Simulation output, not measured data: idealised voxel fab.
The following process module bears the name voxel gate over fins.
Section shown: cut. Width: 180 nm. Cell size: 5 nm, square.
Cross-sections here: square-cell grids, written as top-down lists of bands, a band being one or more rows of cells. What a band's entry tells you: where the top is and where the bottom is, as heights in nm, and after that what lies inside, material by material from left to right, each with its width in nm. Empty space is written as the word "empty", and a single material marked with the word "everywhere" occupies the band from edge to edge. Height 0 is the level under which the wafer as received is all one material. The lowest band goes on downwards, as in "0 -> down". Think of "30 to 40" as a width that walks from the first number to the second as you go down the band, top row to bottom row, taking equal-sized steps from row to row. What does "no modification" mean for a step? It means no cell of the cross-section changed in that step. Heads up: "Closed void listing" only lists the empty pockets with no open path to the top that are 8 cells or more, and it writes them as width x height at distance, distance from the left edge, in nm. Read whatever lies past the settings on a step's line as the simulator's own remark about the step. overlay nm: step with mask; distance mask lay right of planned place; negative value = left of planned place.

# The steps planned for the process are as follows
- 1: RECEIVE [material Si]
- 2: CONFORMAL_DEP [material SiN] [thk nm 10]
- 3: MASKED_ETCH [tone cover] [mask id FINS] [width nm 15] [pitch nm 60] [etch materials SiN] [depth nm 10] [overlay nm 0]
- 4: MASKED_ETCH [tone cover] [mask id FINS] [width nm 15] [pitch nm 60] [etch materials Si] [depth nm 35] [overlay nm 0]
- 5: FILL_DEP [material SiO2] [thk nm 15]
- 6: CMP [height nm 10]
- 7: MASKED_ETCH [tone open] [mask id RAIL] [width nm 15] [etch materials SiO2] [depth nm 40] [overlay nm 0]
- 8: CONFORMAL_DEP [material TiN] [thk nm 5]
- 9: FILL_DEP [material W] [thk nm 10]
- 10: CMP [height nm 10]
- 11: SELECTIVE_ETCH [etch materials W Ru TiN] [depth nm 25]
- 12: FILL_DEP [material SiO2] [thk nm 5]
- 13: CMP [height nm 10]
- 14: SELECTIVE_ETCH [etch materials SiO2] [depth nm 20]
- 15: STRIP [etch materials SiN]
- 16: CONFORMAL_DEP [material HfO2] [thk nm 5]
- 17: CONFORMAL_DEP [material TiN] [thk nm 5]
- 18: FILL_DEP [material W] [thk nm 10]
- 19: CMP [height nm 15]
- 20: CONFORMAL_DEP [material SiCN] [thk nm 10]
The wafers are alike at the start. At step 7, their width nm differs. The plan lists the first wafer's value.

# first wafer as received, after step 1
> 0 -> down | Si everywhere
> Closed void listing: none

# Quick look at the cross-section of the first of several wafers after step 20, which wraps up the module
> 25 -> 15 | SiCN everywhere
> 15 -> 10 | W everywhere
> 10 -> 5 | 40 of W | 35 of TiN | 25 of W | 35 of TiN | 45 of W
> 5 -> 0 | 40 of W | 5 of TiN | 25 of HfO2 | 5 of TiN | 25 of W | 5 of TiN | 25 of HfO2 | 5 of TiN | 45 of W
> 0 -> -5 | 45 of TiN | 5 of HfO2 | 15 of Si | 5 of HfO2 | 35 of TiN | 5 of HfO2 | 15 of Si | 5 of HfO2 | 50 of TiN
> -5 -> -10 | 50 of HfO2 | 15 of Si | 45 of HfO2 | 15 of Si | 55 of HfO2
> -10 -> -15 | 50 of SiO2 | 15 of Si | 45 of SiO2 | 15 of Si | 55 of SiO2
> -15 -> -25 | 50 of SiO2 | 15 of Si | 15 of SiO2 | 5 of TiN | 5 of W | 5 of TiN | 15 of SiO2 | 15 of Si | 55 of SiO2
> -25 -> -30 | 50 of SiO2 | 15 of Si | 15 of SiO2 | 15 of TiN | 15 of SiO2 | 15 of Si | 55 of SiO2
> -30 -> -35 | 50 of SiO2 | 15 of Si | 45 of SiO2 | 15 of Si | 55 of SiO2
> -35 -> down | Si everywhere
> Closed void listing: none

# A cross-section through the last wafer at the close of the module
> 25 -> 15 | SiCN everywhere
> 15 -> 10 | W everywhere
> 10 -> 5 | 40 of W | 35 of TiN | 25 of W | 35 of TiN | 45 of W
> 5 -> 0 | 40 of W | 5 of TiN | 25 of HfO2 | 5 of TiN | 25 of W | 5 of TiN | 25 of HfO2 | 5 of TiN | 45 of W
> 0 -> -5 | 45 of TiN | 5 of HfO2 | 15 of Si | 5 of HfO2 | 35 of TiN | 5 of HfO2 | 15 of Si | 5 of HfO2 | 50 of TiN
> -5 -> -10 | 50 of HfO2 | 15 of Si | 45 of HfO2 | 15 of Si | 55 of HfO2
> -10 -> -15 | 50 of SiO2 | 15 of Si | 45 of SiO2 | 15 of Si | 55 of SiO2
> -15 -> -25 | 50 of SiO2 | 15 of Si | 10 of SiO2 | 5 of TiN | 20 of W | 5 of TiN | 5 of SiO2 | 15 of Si | 55 of SiO2
> -25 -> -30 | 50 of SiO2 | 15 of Si | 10 of SiO2 | 30 of TiN | 5 of SiO2 | 15 of Si | 55 of SiO2
> -30 -> -35 | 50 of SiO2 | 15 of Si | 45 of SiO2 | 15 of Si | 55 of SiO2
> -35 -> down | Si everywhere
> Closed void listing: none

# Quick key for the table: a row per wafer, taken at the end of the module. For each material it tells you how many cells the wafer gained (+) or lost (-) since it came in, and the closed voids come after
width nm 15; +44 HfO2; -210 Si; +72 SiCN; +141 SiO2; +51 TiN; +82 W; Closed void listing: none
width nm 20; +44 HfO2; -210 Si; +72 SiCN; +138 SiO2; +52 TiN; +84 W; Closed void listing: none
width nm 25; +44 HfO2; -210 Si; +72 SiCN; +135 SiO2; +53 TiN; +86 W; Closed void listing: none
width nm 30; +44 HfO2; -210 Si; +72 SiCN; +132 SiO2; +54 TiN; +88 W; Closed void listing: none
